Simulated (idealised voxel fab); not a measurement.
Proc. module: voxel wiring stack
Section cut is 240 nm wide and gridded with 5 nm square cells.
Cross-section, as written here: a square-cell grid given band by band from the top down, where a band holds one or more rows of cells.
Heads up on the band format: heights come first, top then bottom, in nm. After that it's the materials left to right, each with its width in nm. A single material flagged "edge to edge" fills the whole band edge to edge, and "blank" means there's empty space there.
Below 0: as-received wafer, all one material; heights counted from there. Lowest band: no bottom, goes on down, written "top 0, no bottom".
The expression "30..40" gives the width at the extremes of the band, the first number at its top row of cells and the second at its bottom row, with the width changing by equal amounts from each row to the next in between.
What does "no change" mean for a step? It means no cell of the cross-section changed in that step.
What "Closed cavities" gives you is every empty space of 8 cells or more that is cut off from the top. Each appears as width x height at distance, with the distance taken from the left edge and width, height and distance all in nm.
Step line, after settings: the simulator's comment on this step.
The "overlay nm" setting may appear on a step's line; for a step that uses a mask, it gives how far to the right of its planned position the mask lay, and a negative value indicates the left.

**The following list gives the planned process steps**
1 RECEIVE: material Si
2 CONFORMAL_DEP: material SiO2, thk nm 15
3 DIRECTIONAL_DEP: material TiN, thk nm 5
4 DIRECTIONAL_DEP: material W, thk nm 20
5 PATTERN: tone cover, mask id METAL_1, material resist, width nm 25, pitch nm 45, thk nm 15, overlay nm 0
6 DIRECTIONAL_ETCH: etch materials W, depth nm 20
7 DIRECTIONAL_ETCH: etch materials TiN, depth nm 5
8 STRIP: etch materials resist
9 FILL_DEP: material SiO2, thk nm 10
10 CMP: height nm 40
11 CONFORMAL_DEP: material SiCN, thk nm 5
12 DIRECTIONAL_DEP: material SiO2, thk nm 25
13 MASKED_ETCH: tone open, mask id METAL_2_HOLES, width nm 15, pitch nm 90, etch materials SiO2, depth nm 25, overlay nm 0
14 PATTERN: tone open, mask id METAL_2, material resist, width nm 25, pitch nm 45, thk nm 15, overlay nm 0
15 DIRECTIONAL_ETCH: etch materials SiO2, depth nm 15
16 DIRECTIONAL_ETCH: etch materials SiCN, depth nm 5
17 STRIP: etch materials resist
18 CONFORMAL_DEP: material TiN, thk nm 5
19 FILL_DEP: material Cu, thk nm 10
20 CMP: height nm 70
21 CONFORMAL_DEP: material SiCN, thk nm 5
22 DIRECTIONAL_DEP: material SiO2, thk nm 35
23 DIRECTIONAL_DEP: material aC, thk nm 15
24 PATTERN: tone open, mask id METAL_3, material resist, width nm 25, pitch nm 45, thk nm 35, overlay nm 0
25 DIRECTIONAL_ETCH: etch materials aC, depth nm 15
26 STRIP: etch materials resist
27 DIRECTIONAL_ETCH: etch materials SiO2, depth nm 20
28 STRIP: etch materials aC
29 PATTERN: tone open, mask id METAL_3_HOLES, material resist, width nm 15, pitch nm 90, thk nm 20, overlay nm 0
30 DIRECTIONAL_ETCH: etch materials SiO2, depth nm 15
31 DIRECTIONAL_ETCH: etch materials SiCN, depth nm 5
32 STRIP: etch materials resist
33 CONFORMAL_DEP: material TiN, thk nm 5
34 FILL_DEP: material Ru, thk nm 10
35 CMP: height nm 110
36 CONFORMAL_DEP: material SiCN, thk nm 5
37 DIRECTIONAL_DEP: material SiO2, thk nm 25
38 DIRECTIONAL_DEP: material aC, thk nm 15
39 PATTERN: tone open, mask id METAL_4, material resist, width nm 25, pitch nm 45, thk nm 30, overlay nm 0
40 DIRECTIONAL_ETCH: etch materials aC, depth nm 15
41 STRIP: etch materials resist
42 DIRECTIONAL_ETCH: etch materials SiO2, depth nm 15
43 STRIP: etch materials aC
44 PATTERN: tone open, mask id METAL_4_HOLES, material resist, width nm 15, pitch nm 90, thk nm 20, overlay nm 0
45 DIRECTIONAL_ETCH: etch materials SiO2, depth nm 10
46 DIRECTIONAL_ETCH: etch materials SiCN, depth nm 5
47 STRIP: etch materials resist
48 CONFORMAL_DEP: material TiN, thk nm 5
49 FILL_DEP: material Cu, thk nm 10
50 CMP: height nm 140
51 CONFORMAL_DEP: material SiN, thk nm 5

**Step 1 complete: cross-section of the wafer as received**
> top 0, no bottom  Si edge to edge
> Closed cavities: none

**Starting wafer: above. Plan: above. Run: one mistake. Cross-section after the module: below**
> top 145, bottom 140  SiN edge to edge
> top 140, bottom 130  60 SiO2, then 5 TiN, then 15 Cu, then 5 TiN, then 20 SiO2, then 5 TiN, then 15 Cu, then 5 TiN, then 20 SiO2, then 5 TiN, then 15 Cu, then 5 TiN, then 65 SiO2
> top 130, bottom 125  60 SiO2, then 5 TiN, then 5 Cu, then 15 TiN, then 20 SiO2, then 25 TiN, then 20 SiO2, then 5 TiN, then 5 Cu, then 15 TiN, then 65 SiO2
> top 125, bottom 115  60 SiO2, then 5 TiN, then 5 Cu, then 5 TiN, then 75 SiO2, then 5 TiN, then 5 Cu, then 5 TiN, then 75 SiO2
> top 115, bottom 110  60 SiCN, then 15 TiN, then 75 SiCN, then 15 TiN, then 75 SiCN
> top 110, bottom 95  60 SiO2, then 5 TiN, then 15 Ru, then 5 TiN, then 20 SiO2, then 5 TiN, then 15 Ru, then 5 TiN, then 20 SiO2, then 5 TiN, then 15 Ru, then 5 TiN, then 65 SiO2
> top 95, bottom 90  60 SiO2, then 5 TiN, then 5 Ru, then 15 TiN, then 20 SiO2, then 25 TiN, then 20 SiO2, then 5 TiN, then 5 Ru, then 15 TiN, then 65 SiO2
> top 90, bottom 75  60 SiO2, then 5 TiN, then 5 Ru, then 5 TiN, then 75 SiO2, then 5 TiN, then 5 Ru, then 5 TiN, then 75 SiO2
> top 75, bottom 70  60 SiCN, then 15 TiN, then 75 SiCN, then 15 TiN, then 75 SiCN
> top 70, bottom 60  60 SiO2, then 5 TiN, then 15 Cu, then 5 TiN, then 20 SiO2, then 5 TiN, then 15 Cu, then 5 TiN, then 20 SiO2, then 5 TiN, then 15 Cu, then 5 TiN, then 65 SiO2
> top 60, bottom 55  60 SiO2, then 5 TiN, then 5 Cu, then 15 TiN, then 20 SiO2, then 25 TiN, then 20 SiO2, then 5 TiN, then 5 Cu, then 15 TiN, then 65 SiO2
> top 55, bottom 45  60 SiO2, then 5 TiN, then 5 Cu, then 5 TiN, then 75 SiO2, then 5 TiN, then 5 Cu, then 5 TiN, then 75 SiO2
> top 45, bottom 40  60 SiCN, then 15 TiN, then 75 SiCN, then 15 TiN, then 75 SiCN
> top 40, bottom 20  60 SiO2, then 30 W, then 15 SiO2, then 30 W, then 15 SiO2, then 30 W, then 60 SiO2
> top 20, bottom 15  60 SiO2, then 30 TiN, then 15 SiO2, then 30 TiN, then 15 SiO2, then 30 TiN, then 60 SiO2
> top 15, bottom 0  SiO2 edge to edge
> top 0, no bottom  Si edge to edge
> Closed cavities: none
Against the plan, the run slipped here: step 5 did not use the planned setting and instead ran as PATTERN: tone cover, mask id METAL_1, material resist, width nm 30, pitch nm 45, thk nm 15, overlay nm 0
